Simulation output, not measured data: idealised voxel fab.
voxel air gaps: a process module
We display cut, a cross-section 245 nm in width whose square cells are each 5 nm.
The cross-sections in this document take the form of a grid made of square cells. They are written out as bands, in order from top to bottom. Each band consists of one or more rows of cells. The band entry comprises the height of the band's top followed by the height of its bottom, expressed in nm, and subsequently the band's materials from left to right, each stated together with its width in nm. Where a single material is marked with the word "edge to edge", that material fills the band from edge to edge. The word "blank" represents empty space. Heights from 0 (as-received wafer is one material below). Bottom band endless downward, as "0..down". Quick explanation for "30 to 40": the width changes in equal steps down the rows of cells, from the first number in the band's top row to the second number in its bottom row. For the purposes of this document, the phrase "nothing different" attached to a step denotes that no cell within the cross-section was modified by that step. If an empty space has no open way to the top and is at least 8 cells in size, "Closed-off voids" lists it, written width x height at distance, where distance is measured from the left edge and every value is in nm. What comes after the settings on a step's line is commentary from the simulator itself on that step. The "overlay nm" setting may appear on a step's line; for a step that uses a mask, it gives how far to the right of its planned position the mask lay, and a negative value indicates the left.

# The following list gives the planned process steps
1 op RECEIVE | material Si
2 op CONFORMAL_DEP | material SiO2 | thk nm 10
3 op CONFORMAL_DEP | material SiN | thk nm 5
4 op DIRECTIONAL_DEP | material lowk | thk nm 35
5 op DIRECTIONAL_DEP | material aC | thk nm 10
6 op PATTERN | tone open | mask id LINES | material resist | width nm 20 | pitch nm 50 | thk nm 25 | overlay nm 0
7 op DIRECTIONAL_ETCH | etch materials aC | depth nm 10
8 op STRIP | etch materials resist
9 op DIRECTIONAL_ETCH | etch materials lowk | depth nm 35
10 op STRIP | etch materials aC
11 op CONFORMAL_DEP | material TiN | thk nm 5
12 op FILL_DEP | material Ru | thk nm 5
13 op CMP | height nm 50
14 op EPI | material Ru | thk nm 10
15 op SELECTIVE_ETCH | etch materials lowk | depth nm 45
16 op CONFORMAL_DEP | material SiCN | thk nm 5

# Of two wafers, the first: run according to plan

# Shown in cross-section is the wafer as received, that is, as it stands after step 1
	0..down  Si edge to edge
	Closed-off voids: none

# How the wafer stands in section after step 2
	10..0  SiO2 edge to edge
	Under the height 0 nothing was changed.

# How the wafer stands in section after step 3
	15..10  SiN edge to edge
	Under the height 10 nothing was changed.

# How the wafer stands in section after step 4
	50..15  lowk edge to edge
	Under the height 15 nothing was changed.

# How the wafer stands in section after step 5
	60..50  aC edge to edge
	Under the height 50 nothing was changed.

# How the wafer stands in section after step 6
	85..60  resist 60 nm; blank 20 nm; resist 30 nm; blank 20 nm; resist 30 nm; blank 20 nm; resist 65 nm
	Under the height 60 nothing was changed.

# How the wafer stands in section after step 7
	75..60  resist 60 nm; blank 20 nm; resist 30 nm; blank 20 nm; resist 30 nm; blank 20 nm; resist 65 nm
	60..50  aC 60 nm; blank 20 nm; aC 30 nm; blank 20 nm; aC 30 nm; blank 20 nm; aC 65 nm
	Under the height 50 nothing was changed.

# How the wafer stands in section after step 8
	60..50  aC 60 nm; blank 20 nm; aC 30 nm; blank 20 nm; aC 30 nm; blank 20 nm; aC 65 nm
	Under the height 50 nothing was changed.

# How the wafer stands in section after step 9
	60..50  aC 60 nm; blank 20 nm; aC 30 nm; blank 20 nm; aC 30 nm; blank 20 nm; aC 65 nm
	50..15  lowk 60 nm; blank 20 nm; lowk 30 nm; blank 20 nm; lowk 30 nm; blank 20 nm; lowk 65 nm
	Under the height 15 nothing was changed.

# How the wafer stands in section after step 10
	50..15  lowk 60 nm; blank 20 nm; lowk 30 nm; blank 20 nm; lowk 30 nm; blank 20 nm; lowk 65 nm
	Under the height 15 nothing was changed.

# How the wafer stands in section after step 11
	55..50  TiN 65 nm; blank 10 nm; TiN 40 nm; blank 10 nm; TiN 40 nm; blank 10 nm; TiN 70 nm
	50..20  lowk 60 nm; TiN 5 nm; blank 10 nm; TiN 5 nm; lowk 30 nm; TiN 5 nm; blank 10 nm; TiN 5 nm; lowk 30 nm; TiN 5 nm; blank 10 nm; TiN 5 nm; lowk 65 nm
	20..15  lowk 60 nm; TiN 20 nm; lowk 30 nm; TiN 20 nm; lowk 30 nm; TiN 20 nm; lowk 65 nm
	Under the height 15 nothing was changed.

# How the wafer stands in section after step 12
	60..55  Ru edge to edge
	55..50  TiN 65 nm; Ru 10 nm; TiN 40 nm; Ru 10 nm; TiN 40 nm; Ru 10 nm; TiN 70 nm
	50..20  lowk 60 nm; TiN 5 nm; Ru 10 nm; TiN 5 nm; lowk 30 nm; TiN 5 nm; Ru 10 nm; TiN 5 nm; lowk 30 nm; TiN 5 nm; Ru 10 nm; TiN 5 nm; lowk 65 nm
	Under the height 20 nothing was changed.

# How the wafer stands in section after step 13
	50..20  lowk 60 nm; TiN 5 nm; Ru 10 nm; TiN 5 nm; lowk 30 nm; TiN 5 nm; Ru 10 nm; TiN 5 nm; lowk 30 nm; TiN 5 nm; Ru 10 nm; TiN 5 nm; lowk 65 nm
	Under the height 20 nothing was changed.

# How the wafer stands in section after step 14
	60..50  blank 50 nm; Ru 40 nm; blank 10 nm; Ru 40 nm; blank 10 nm; Ru 40 nm; blank 55 nm
	Under the height 50 nothing was changed.

# How the wafer stands in section after step 15
	60..50  blank 50 nm; Ru 40 nm; blank 10 nm; Ru 40 nm; blank 10 nm; Ru 40 nm; blank 55 nm
	50..20  blank 60 nm; TiN 5 nm; Ru 10 nm; TiN 5 nm; blank 30 nm; TiN 5 nm; Ru 10 nm; TiN 5 nm; blank 30 nm; TiN 5 nm; Ru 10 nm; TiN 5 nm; blank 65 nm
	20..15  blank 60 nm; TiN 20 nm; blank 30 nm; TiN 20 nm; blank 30 nm; TiN 20 nm; blank 65 nm
	Under the height 15 nothing was changed.

# How the wafer stands in section after step 16
	65..60  blank 45 nm; SiCN 150 nm; blank 50 nm
	60..50  blank 45 nm; SiCN 5 nm; Ru 40 nm; SiCN 10 nm; Ru 40 nm; SiCN 10 nm; Ru 40 nm; SiCN 5 nm; blank 50 nm
	50..45  blank 45 nm; SiCN 15 nm; TiN 5 nm; Ru 10 nm; TiN 5 nm; SiCN 30 nm; TiN 5 nm; Ru 10 nm; TiN 5 nm; SiCN 30 nm; TiN 5 nm; Ru 10 nm; TiN 5 nm; SiCN 15 nm; blank 50 nm
	45..20  blank 55 nm; SiCN 5 nm; TiN 5 nm; Ru 10 nm; TiN 5 nm; SiCN 5 nm; blank 20 nm; SiCN 5 nm; TiN 5 nm; Ru 10 nm; TiN 5 nm; SiCN 5 nm; blank 20 nm; SiCN 5 nm; TiN 5 nm; Ru 10 nm; TiN 5 nm; SiCN 5 nm; blank 60 nm
	20..15  SiCN 60 nm; TiN 20 nm; SiCN 30 nm; TiN 20 nm; SiCN 30 nm; TiN 20 nm; SiCN 65 nm
	Under the height 15 nothing was changed.
	Closed-off voids: 20 x 25 at 85; 20 x 25 at 135

# The second wafer: identical to the first at the outset and in its planned sequence, differing only in that one mistake was made during processing; up to and including step 15, its path is the first wafer's path

# Second wafer: cross-section at the scheduled end of step 16
	65..60  blank 45 nm; TiN 150 nm; blank 50 nm
	60..50  blank 45 nm; TiN 5 nm; Ru 40 nm; TiN 10 nm; Ru 40 nm; TiN 10 nm; Ru 40 nm; TiN 5 nm; blank 50 nm
	50..45  blank 45 nm; TiN 20 nm; Ru 10 nm; TiN 40 nm; Ru 10 nm; TiN 40 nm; Ru 10 nm; TiN 20 nm; blank 50 nm
	45..20  blank 55 nm; TiN 10 nm; Ru 10 nm; TiN 10 nm; blank 20 nm; TiN 10 nm; Ru 10 nm; TiN 10 nm; blank 20 nm; TiN 10 nm; Ru 10 nm; TiN 10 nm; blank 60 nm
	20..15  TiN edge to edge
	Under the height 15 nothing was changed.
	Closed-off voids: 20 x 25 at 85; 20 x 25 at 135
Deviation noted in wafer processing: step 16: run off-plan, actual operation and settings op CONFORMAL_DEP | material TiN | thk nm 5
Heads up, by the end the second wafer has more or fewer cells of some materials compared to the first: -127 SiCN | +127 TiN
